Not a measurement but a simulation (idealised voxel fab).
process module | voxel transistor to metal
cross-section cut | 200 nm wide | cells 5 nm
A cross-section is a grid of square cells, given in bands from the top down. A band is one or more rows of cells.
Each band's line starts with the height of the band's top and of its bottom, in nm. Then come its materials from left to right, each with its width in nm. One material with "throughout" fills the band from edge to edge. "air" is empty space.
Height 0 is the level under which the wafer as received is all one material. The lowest band goes on downwards, as in "0 down".
A width such as "30 to 40" changes by the same amount from each row of cells to the next, from the band's top row to its bottom row.
"no change" after a step means that no cell of the cross-section changed.
closed voids: empty space of 8 cells or more with no open way to the top, each as width x height at its distance from the left edge, in nm
after a step's settings: what the simulator itself notes on the step
overlay nm, on a step with a mask: how far to the right of its planned place the mask lay; to the left if negative
plan
1 op RECEIVE | material Si
2 op CONFORMAL_DEP | material SiO2 | thk nm 5
3 op CONFORMAL_DEP | material SiN | thk nm 15
4 op MASKED_ETCH | tone cover | mask id ACTIVE | width nm 95 | etch materials SiN | depth nm 15 | overlay nm 0
5 op MASKED_ETCH | tone cover | mask id ACTIVE | width nm 95 | etch materials SiO2 | depth nm 5 | overlay nm 0
6 op MASKED_ETCH | tone cover | mask id ACTIVE | width nm 95 | etch materials Si | depth nm 30 | overlay nm 0
7 op OXIDIZE | depth nm 5
8 op FILL_DEP | material SiO2 | thk nm 10
9 op CMP | height nm 20
10 op SELECTIVE_ETCH | etch materials SiO2 | depth nm 10
11 op STRIP | etch materials SiN
12 op SELECTIVE_ETCH | etch materials SiO2 | depth nm 5
13 op OXIDIZE | depth nm 5
14 op DIRECTIONAL_DEP | material polySi | thk nm 30
15 op DIRECTIONAL_DEP | material SiCN | thk nm 15
16 op PATTERN | tone cover | mask id GATE | material resist | width nm 15 | thk nm 20 | overlay nm 0
17 op DIRECTIONAL_ETCH | etch materials SiCN | depth nm 25
18 op DIRECTIONAL_ETCH | etch materials polySi | depth nm 40
19 op STRIP | etch materials resist
20 op CONFORMAL_DEP | material SiO2 | thk nm 5
21 op DIRECTIONAL_ETCH | etch materials SiO2 | depth nm 5
22 op CONFORMAL_DEP | material SiN | thk nm 5
23 op DIRECTIONAL_ETCH | etch materials SiN | depth nm 5
24 op DIRECTIONAL_ETCH | etch materials SiO2 | depth nm 5
25 op DIRECTIONAL_ETCH | etch materials Si | depth nm 15
26 op EPI | material pSi | thk nm 20
27 op FILL_DEP | material SiO2 | thk nm 5
28 op CMP | height nm 45
29 op DIRECTIONAL_DEP | material SiO2 | thk nm 10
30 op PATTERN | tone open | mask id CONTACT | material resist | width nm 20 | pitch nm 65 | thk nm 20 | overlay nm 0
31 op DIRECTIONAL_ETCH | etch materials SiO2 | depth nm 55
32 op STRIP | etch materials resist
33 op CONFORMAL_DEP | material TiN | thk nm 5
34 op FILL_DEP | material Ru | thk nm 5
35 op CMP | height nm 55
36 op DIRECTIONAL_DEP | material TiN | thk nm 5
37 op DIRECTIONAL_DEP | material W | thk nm 25
38 op MASKED_ETCH | tone cover | mask id METAL_1 | width nm 20 | pitch nm 65 | etch materials W | depth nm 25 | overlay nm 0
39 op MASKED_ETCH | tone cover | mask id METAL_1 | width nm 20 | pitch nm 65 | etch materials TiN | depth nm 5 | overlay nm 0
40 op CONFORMAL_DEP | material SiCN | thk nm 5
41 op FILL_DEP | material lowk | thk nm 5
42 op CMP | height nm 85
43 op CONFORMAL_DEP | material SiCN | thk nm 5
44 op DIRECTIONAL_DEP | material SiO2 | thk nm 35
45 op MASKED_ETCH | tone open | mask id METAL_2 | width nm 20 | pitch nm 65 | etch materials SiO2 | depth nm 20 | overlay nm 0
46 op MASKED_ETCH | tone open | mask id METAL_2_HOLES | width nm 15 | pitch nm 65 | etch materials SiO2 | depth nm 15 | overlay nm 0
47 op MASKED_ETCH | tone open | mask id METAL_2_HOLES | width nm 15 | pitch nm 65 | etch materials SiCN | depth nm 5 | overlay nm 0
48 op CONFORMAL_DEP | material TiN | thk nm 5
49 op FILL_DEP | material Cu | thk nm 5
50 op CMP | height nm 125
51 op CONFORMAL_DEP | material SiN | thk nm 5
as received, after step 1
  0 down: Si throughout
  closed voids: none
first wafer at the end, as planned
  130 to 125: SiN throughout
  125 to 110: SiO2 55 | TiN 5 | Cu 10 | TiN 5 | SiO2 45 | TiN 5 | Cu 10 | TiN 5 | SiO2 60
  110 to 105: SiO2 55 | TiN 5 | Cu 5 | TiN 10 | SiO2 45 | TiN 5 | Cu 5 | TiN 10 | SiO2 60
  105 to 90: SiO2 55 | TiN 5 | Cu 5 | TiN 5 | SiO2 50 | TiN 5 | Cu 5 | TiN 5 | SiO2 65
  90 to 85: SiCN 55 | TiN 15 | SiCN 50 | TiN 15 | SiCN 65
  85 to 60: lowk 50 | SiCN 5 | W 20 | SiCN 5 | lowk 35 | SiCN 5 | W 20 | SiCN 5 | lowk 55
  60 to 55: SiCN 55 | TiN 20 | SiCN 45 | TiN 20 | SiCN 60
  55 to 45: SiO2 55 | TiN 5 | Ru 10 | TiN 5 | SiO2 45 | TiN 5 | Ru 10 | TiN 5 | SiO2 60
  45 to 30: SiO2 55 | TiN 5 | Ru 10 | TiN 5 | SiO2 5 | SiN 5 | SiO2 5 | SiCN 15 | SiO2 5 | SiN 5 | SiO2 5 | TiN 5 | Ru 10 | TiN 5 | SiO2 60
  30 to 20: SiO2 55 | TiN 5 | Ru 10 | TiN 5 | SiO2 5 | SiN 5 | SiO2 5 | polySi 15 | SiO2 5 | SiN 5 | SiO2 5 | TiN 5 | Ru 10 | TiN 5 | SiO2 60
  20 to 15: SiO2 55 | TiN 20 | SiO2 5 | SiN 5 | SiO2 5 | polySi 15 | SiO2 5 | SiN 5 | SiO2 5 | TiN 20 | SiO2 60
  15 to 5: SiO2 55 | TiN 5 | pSi 20 | SiN 5 | SiO2 5 | polySi 15 | SiO2 5 | SiN 5 | pSi 20 | TiN 5 | SiO2 60
  5 to 0: SiO2 50 | SiN 5 | TiN 5 | pSi 20 | SiN 5 | SiO2 5 | polySi 15 | SiO2 5 | SiN 5 | pSi 20 | TiN 5 | SiN 5 | SiO2 55
  0 to -5: SiO2 55 | pSi 25 | SiO2 35 | pSi 25 | SiO2 60
  -5 to -20: SiO2 55 | pSi 25 | Si 35 | pSi 25 | SiO2 60
  -20 to -35: SiO2 55 | Si 85 | SiO2 60
  -35 down: Si throughout
  closed voids: none
second wafer at the end: like start, like plan, one mistake
  130 to 125: SiN throughout
  125 to 110: SiO2 55 | TiN 5 | Cu 10 | TiN 5 | SiO2 45 | TiN 5 | Cu 10 | TiN 5 | SiO2 60
  110 to 105: SiO2 55 | TiN 5 | Cu 5 | TiN 10 | SiO2 45 | TiN 5 | Cu 5 | TiN 10 | SiO2 60
  105 to 90: SiO2 55 | TiN 5 | Cu 5 | TiN 5 | SiO2 50 | TiN 5 | Cu 5 | TiN 5 | SiO2 65
  90 to 85: SiCN 55 | TiN 15 | SiCN 50 | TiN 15 | SiCN 65
  85 to 65: lowk 60 | SiCN 5 | W 20 | SiCN 5 | lowk 35 | SiCN 5 | W 20 | SiCN 5 | lowk 45
  65 to 60: lowk 50 | SiCN 15 | W 20 | SiCN 5 | lowk 25 | SiCN 15 | W 20 | SiCN 5 | lowk 45
  60 to 55: SiCN 55 | TiN 30 | SiCN 35 | TiN 30 | SiCN 50
  55 to 45: SiO2 55 | TiN 5 | Ru 10 | TiN 5 | SiO2 45 | TiN 5 | Ru 10 | TiN 5 | SiO2 60
  45 to 30: SiO2 55 | TiN 5 | Ru 10 | TiN 5 | SiO2 5 | SiN 5 | SiO2 5 | SiCN 15 | SiO2 5 | SiN 5 | SiO2 5 | TiN 5 | Ru 10 | TiN 5 | SiO2 60
  30 to 20: SiO2 55 | TiN 5 | Ru 10 | TiN 5 | SiO2 5 | SiN 5 | SiO2 5 | polySi 15 | SiO2 5 | SiN 5 | SiO2 5 | TiN 5 | Ru 10 | TiN 5 | SiO2 60
  20 to 15: SiO2 55 | TiN 20 | SiO2 5 | SiN 5 | SiO2 5 | polySi 15 | SiO2 5 | SiN 5 | SiO2 5 | TiN 20 | SiO2 60
  15 to 5: SiO2 55 | TiN 5 | pSi 20 | SiN 5 | SiO2 5 | polySi 15 | SiO2 5 | SiN 5 | pSi 20 | TiN 5 | SiO2 60
  5 to 0: SiO2 50 | SiN 5 | TiN 5 | pSi 20 | SiN 5 | SiO2 5 | polySi 15 | SiO2 5 | SiN 5 | pSi 20 | TiN 5 | SiN 5 | SiO2 55
  0 to -5: SiO2 55 | pSi 25 | SiO2 35 | pSi 25 | SiO2 60
  -5 to -20: SiO2 55 | pSi 25 | Si 35 | pSi 25 | SiO2 60
  -20 to -35: SiO2 55 | Si 85 | SiO2 60
  -35 down: Si throughout
  closed voids: none
what went wrong: step 38 ran as: op MASKED_ETCH | tone cover | mask id METAL_1 | width nm 20 | pitch nm 65 | etch materials W | depth nm 25 | overlay nm 10
at the end the second wafer has, in cells: 4 more of TiN | 4 fewer of lowk
